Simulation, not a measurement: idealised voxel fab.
Process module heading - voxel ribs on slabs
Each square cell in cross-section cut measures 5 nm, and the section as a whole is 285 nm wide.
Cross-section, as written here: a square-cell grid given band by band from the top down, where a band holds one or more rows of cells. Per band: top height and bottom height in nm, followed by the left-to-right materials and their widths in nm; "full width" marks a single material spanning edge to edge, "empty" marks empty space. Heights are reckoned from 0. Under this level, the received wafer is all of one material. The bottommost band is open-ended downward, for example "0 and below". A two-number width, for instance "30 to 40", indicates that the width is equal to the first number in the top row of the band and to the second number in the bottom row, and that it changes by a constant amount per row of cells. Key: "nothing different" - step with no changed cell in the cross-section. "Enclosed internal voids" contains a list of empty spaces, each no smaller than 8 cells and without an open way to the top, written in the form width x height at distance with the distance from the left edge and all three in nm. On each step's line, the part that comes after the settings is the simulator's own comment on the step. overlay nm: for a step with a mask, the amount by which the mask lay right of where it was planned; a negative amount means left of it.

## Steps in the process plan
1. RECEIVE, material Si
2. DIRECTIONAL_DEP, material SiO2, thk nm 20
3. DIRECTIONAL_DEP, material SiN, thk nm 20
4. DIRECTIONAL_DEP, material aC, thk nm 15
5. PATTERN, tone cover, mask id RIB, material resist, width nm 20, thk nm 30, overlay nm 0
6. DIRECTIONAL_ETCH, etch materials aC, depth nm 15
7. STRIP, etch materials resist
8. DIRECTIONAL_ETCH, etch materials SiN, depth nm 5
9. STRIP, etch materials aC
10. DIRECTIONAL_DEP, material aC, thk nm 15
11. PATTERN, tone cover, mask id SLAB, material resist, width nm 70, thk nm 30, overlay nm 0
12. DIRECTIONAL_ETCH, etch materials aC, depth nm 15
13. STRIP, etch materials resist
14. DIRECTIONAL_ETCH, etch materials SiN, depth nm 15
15. STRIP, etch materials aC
16. FILL_DEP, material SiO2, thk nm 25
17. CMP, height nm 55
18. DIRECTIONAL_DEP, material W, thk nm 10
19. PATTERN, tone cover, mask id HEATER, material resist, width nm 30, thk nm 20, overlay nm 0
20. DIRECTIONAL_ETCH, etch materials W, depth nm 10
21. STRIP, etch materials resist
22. CONFORMAL_DEP, material SiN, thk nm 10

## As-received wafer cross-section (after step 1)
> 0 and below | Si full width
> Enclosed internal voids: none

## End-of-module cross-section of the first of two wafers, processed as planned
> 75 down to 65 | empty 115  SiN 50  empty 120
> 65 down to 55 | SiN 125  W 30  SiN 130
> 55 down to 40 | SiO2 full width
> 40 down to 35 | SiO2 130  SiN 20  SiO2 135
> 35 down to 20 | SiO2 105  SiN 70  SiO2 110
> 20 down to 0 | SiO2 full width
> 0 and below | Si full width
> Enclosed internal voids: none

## End of module, second wafer, cross-section. Started like the first, planned like the first, run with one mistake
> 75 down to 65 | empty 115  SiN 50  empty 120
> 65 down to 55 | SiN 125  W 30  SiN 130
> 55 down to 50 | SiO2 full width
> 50 down to 45 | SiO2 130  SiN 20  SiO2 135
> 45 down to 30 | SiO2 105  SiN 70  SiO2 110
> 30 down to 0 | SiO2 full width
> 0 and below | Si full width
> Enclosed internal voids: none
Plan not followed: planned and actual differ for step 2; actual: DIRECTIONAL_DEP, material SiO2, thk nm 30
So at the finish, the second wafer's got exactly as many cells of each material as the first, just not in the same spots.
